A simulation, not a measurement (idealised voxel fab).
Documented hereafter: the process module known as voxel ribs on slabs.
Section shown: cut. Width: 190 nm. Cell size: 5 nm, square.
Throughout this document, each cross-section is represented as a grid of square cells and is presented as a sequence of bands enumerated from the top downward, where a band comprises one or more rows of cells.
A band entry consists of two parts. The first gives the height of the band's top and the height of its bottom, in nm. The rest lists the band's materials from left to right, each with its width in nm. A single material labelled with the word "everywhere" fills the band from edge to edge, and the word "blank" marks empty space.
Heights are measured from 0, the level below which the as-received wafer is all one material; the lowest band has no bottom and continues downward, written as in "0 and below".
A width given as "30..40" starts at the first number in the band's top row and ends at the second number in its bottom row, shifting by an equal amount at every step from row to row.
When a step is marked "no modification", none of the cells in the cross-section changed during that step.
"Closed void catalog" lists enclosed empty spaces (at least 8 cells, no open path upward to the top), each as width x height at distance from the left edge, in nm.
Past the settings on a step's line: simulator remark, on that step.
"overlay nm" denotes, for a step that has a mask, the displacement of the mask to the right of its planned place, with negative values corresponding to the left.

# Process steps - plan
| 1 | RECEIVE [material Si] |
| 2 | DIRECTIONAL_DEP [material SiO2] [thk nm 10] |
| 3 | DIRECTIONAL_DEP [material SiN] [thk nm 25] |
| 4 | PATTERN [tone cover] [mask id RIB] [material resist] [width nm 20] [thk nm 15] [overlay nm 0] |
| 5 | DIRECTIONAL_ETCH [etch materials SiN] [depth nm 10] |
| 6 | STRIP [etch materials resist] |
| 7 | PATTERN [tone cover] [mask id SLAB] [material resist] [width nm 70] [thk nm 20] [overlay nm 0] |
| 8 | DIRECTIONAL_ETCH [etch materials SiN] [depth nm 15] |
| 9 | STRIP [etch materials resist] |
| 10 | FILL_DEP [material SiO2] [thk nm 25] |
| 11 | CMP [height nm 60] |
| 12 | DIRECTIONAL_DEP [material TiN] [thk nm 5] |
| 13 | DIRECTIONAL_DEP [material aC] [thk nm 15] |
| 14 | PATTERN [tone cover] [mask id HEATER] [material resist] [width nm 30] [thk nm 30] [overlay nm 0] |
| 15 | DIRECTIONAL_ETCH [etch materials aC] [depth nm 15] |
| 16 | STRIP [etch materials resist] |
| 17 | DIRECTIONAL_ETCH [etch materials TiN] [depth nm 5] |
| 18 | STRIP [etch materials aC] |
| 19 | CONFORMAL_DEP [material SiO2] [thk nm 10] |
For clarity, it should be stated that the wafers under discussion commence in an identical condition and differ with respect to the thk nm of step 2, the plan indicating the value that the first wafer had.

# This is how the first of several wafers looked in cross-section when it arrived, which is after step 1
  0 and below = Si everywhere
  Closed void catalog: none

# The following table contains a row per wafer, in which are reported, at the conclusion of the module, the cells of each material gained (+) or lost (-) since the wafer's receipt, with its closed voids given thereafter
thk nm 10; +50 SiN; +486 SiO2; +6 TiN; Closed void catalog: none
thk nm 15; +50 SiN; +486 SiO2; +6 TiN; Closed void catalog: none
thk nm 20; +50 SiN; +486 SiO2; +6 TiN; Closed void catalog: none
thk nm 25; +50 SiN; +486 SiO2; +6 TiN; Closed void catalog: none
thk nm 30; +50 SiN; +486 SiO2; +6 TiN; Closed void catalog: none
thk nm 35; +50 SiN; +486 SiO2; +6 TiN; Closed void catalog: none
